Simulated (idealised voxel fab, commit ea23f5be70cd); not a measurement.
process module | voxel transistor to metal
cross-section cut | 185 nm wide | cells 5 nm
A cross-section is a grid of square cells, given in bands from the top down. A band is one or more rows of cells.
Each band's line starts with the height of the band's top and of its bottom, in nm. Then come its materials from left to right, each with its width in nm. One material with "throughout" fills the band from edge to edge. "air" is empty space.
Height 0 is the level under which the wafer as received is all one material. The lowest band goes on downwards, as in "0 down".
A width such as "30 to 40" changes by the same amount from each row of cells to the next, from the band's top row to its bottom row.
"no change" after a step means that no cell of the cross-section changed.
closed voids: empty space of 8 cells or more with no open way to the top, each as width x height at its distance from the left edge, in nm
after a step's settings: what the simulator itself notes on the step
overlay nm, on a step with a mask: how far to the right of its planned place the mask lay; to the left if negative
plan
1 op RECEIVE | material Si
2 op CONFORMAL_DEP | material SiO2 | thk nm 5
3 op CONFORMAL_DEP | material SiN | thk nm 10
4 op MASKED_ETCH | tone cover | mask id ACTIVE | width nm 120 | etch materials SiN | depth nm 10 | overlay nm 0
5 op MASKED_ETCH | tone cover | mask id ACTIVE | width nm 120 | etch materials SiO2 | depth nm 5 | overlay nm -15
6 op MASKED_ETCH | tone cover | mask id ACTIVE | width nm 120 | etch materials Si | depth nm 20 | overlay nm 0
7 op OXIDIZE | depth nm 5
8 op FILL_DEP | material SiO2 | thk nm 5
9 op CMP | height nm 15
10 op SELECTIVE_ETCH | etch materials SiO2 | depth nm 10
11 op STRIP | etch materials SiN
12 op SELECTIVE_ETCH | etch materials SiO2 | depth nm 5
13 op OXIDIZE | depth nm 5
14 op DIRECTIONAL_DEP | material polySi | thk nm 25
15 op DIRECTIONAL_DEP | material SiCN | thk nm 10
16 op MASKED_ETCH | tone cover | mask id GATE | width nm 30 | etch materials SiCN | depth nm 20 | overlay nm 0
17 op MASKED_ETCH | tone cover | mask id GATE | width nm 30 | etch materials polySi | depth nm 35 | overlay nm 0
18 op CONFORMAL_DEP | material SiO2 | thk nm 5
19 op DIRECTIONAL_ETCH | etch materials SiO2 | depth nm 5
20 op CONFORMAL_DEP | material SiN | thk nm 5
21 op DIRECTIONAL_ETCH | etch materials SiN | depth nm 5
22 op DIRECTIONAL_ETCH | etch materials SiO2 | depth nm 5
23 op DIRECTIONAL_ETCH | etch materials Si | depth nm 15
24 op EPI | material SiGe | thk nm 20
25 op FILL_DEP | material SiO2 | thk nm 10
26 op CMP | height nm 25
27 op STRIP | etch materials polySi
28 op SELECTIVE_ETCH | etch materials SiO2 | depth nm 5
29 op CONFORMAL_DEP | material HfO2 | thk nm 5
30 op CONFORMAL_DEP | material TiN | thk nm 5
31 op FILL_DEP | material W | thk nm 10
32 op CMP | height nm 20
33 op DIRECTIONAL_DEP | material SiO2 | thk nm 10
34 op DIRECTIONAL_DEP | material aC | thk nm 10
35 op PATTERN | tone open | mask id CONTACT | material resist | width nm 20 | pitch nm 90 | thk nm 25 | overlay nm 0
36 op DIRECTIONAL_ETCH | etch materials aC | depth nm 10
37 op STRIP | etch materials resist
38 op DIRECTIONAL_ETCH | etch materials SiO2 | depth nm 30
39 op STRIP | etch materials aC
40 op CONFORMAL_DEP | material TiN | thk nm 5
41 op FILL_DEP | material Ru | thk nm 5
42 op CMP | height nm 30
43 op CONFORMAL_DEP | material SiCN | thk nm 5
44 op DIRECTIONAL_DEP | material lowk | thk nm 25
45 op DIRECTIONAL_DEP | material aC | thk nm 15
46 op PATTERN | tone open | mask id METAL_1 | material resist | width nm 20 | pitch nm 90 | thk nm 35 | overlay nm 0
47 op DIRECTIONAL_ETCH | etch materials aC | depth nm 15
48 op STRIP | etch materials resist
49 op DIRECTIONAL_ETCH | etch materials lowk | depth nm 25
50 op DIRECTIONAL_ETCH | etch materials SiCN | depth nm 5
51 op STRIP | etch materials aC
52 op CONFORMAL_DEP | material TiN | thk nm 5
53 op FILL_DEP | material Ru | thk nm 5
54 op CMP | height nm 60
55 op CONFORMAL_DEP | material SiCN | thk nm 5
varied across the wafers: overlay nm of step 5. The plan shows the first wafer's value. All wafers start alike
first wafer as received, after step 1
  0 down: Si throughout
  closed voids: none
each wafer at the end: cells of each material gained (+) or lost (-) since it was received, then its closed voids
overlay nm -15 | +16 HfO2 | +28 Ru | -130 Si | +66 SiCN | +86 SiGe | +8 SiN | +182 SiO2 | +68 TiN | +12 W | +145 lowk | closed voids: none
overlay nm -10 | +16 HfO2 | +28 Ru | -131 Si | +66 SiCN | +82 SiGe | +8 SiN | +187 SiO2 | +68 TiN | +12 W | +145 lowk | closed voids: none
overlay nm -5 | +16 HfO2 | +28 Ru | -132 Si | +66 SiCN | +78 SiGe | +8 SiN | +192 SiO2 | +68 TiN | +12 W | +145 lowk | closed voids: none
overlay nm 0 | +16 HfO2 | +28 Ru | -133 Si | +66 SiCN | +74 SiGe | +8 SiN | +197 SiO2 | +68 TiN | +12 W | +145 lowk | closed voids: none
overlay nm 5 | +16 HfO2 | +28 Ru | -132 Si | +66 SiCN | +78 SiGe | +8 SiN | +192 SiO2 | +68 TiN | +12 W | +145 lowk | closed voids: none
overlay nm 10 | +16 HfO2 | +28 Ru | -131 Si | +66 SiCN | +82 SiGe | +8 SiN | +187 SiO2 | +68 TiN | +12 W | +145 lowk | closed voids: none
overlay nm 15 | +16 HfO2 | +28 Ru | -130 Si | +66 SiCN | +86 SiGe | +8 SiN | +182 SiO2 | +68 TiN | +12 W | +145 lowk | closed voids: none
